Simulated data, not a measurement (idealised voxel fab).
process module | voxel lift off
cross-section cut | 230 nm wide | cells 5 nm
A cross-section is a grid of square cells, given in bands from the top down. A band is one or more rows of cells.
Each band's line starts with the height of the band's top and of its bottom, in nm. Then come its materials from left to right, each with its width in nm. One material with "throughout" fills the band from edge to edge. "air" is empty space.
Height 0 is the level under which the wafer as received is all one material. The lowest band goes on downwards, as in "0 down".
A width such as "30 to 40" changes by the same amount from each row of cells to the next, from the band's top row to its bottom row.
"no change" after a step means that no cell of the cross-section changed.
closed voids: empty space of 8 cells or more with no open way to the top, each as width x height at its distance from the left edge, in nm
after a step's settings: what the simulator itself notes on the step
overlay nm, on a step with a mask: how far to the right of its planned place the mask lay; to the left if negative
plan
1 op RECEIVE | material Si
2 op CONFORMAL_DEP | material SiN | thk nm 5
3 op PATTERN | tone open | mask id LINES | material resist | width nm 15 | pitch nm 30 | thk nm 30 | overlay nm 0
4 op DIRECTIONAL_DEP | material Ru | thk nm 15
5 op STRIP | etch materials resist
6 op CONFORMAL_DEP | material SiO2 | thk nm 5
varied across the wafers: thk nm of step 6. The plan shows the first wafer's value. All wafers start alike
first wafer as received, after step 1
  0 down: Si throughout
  closed voids: none
each wafer at the end: cells of each material gained (+) or lost (-) since it was received, then its closed voids
thk nm 5 | +18 Ru | +46 SiN | +58 SiO2 | closed voids: none
thk nm 10 | +18 Ru | +46 SiN | +113 SiO2 | closed voids: none
thk nm 15 | +18 Ru | +46 SiN | +165 SiO2 | closed voids: none
thk nm 20 | +18 Ru | +46 SiN | +217 SiO2 | closed voids: none
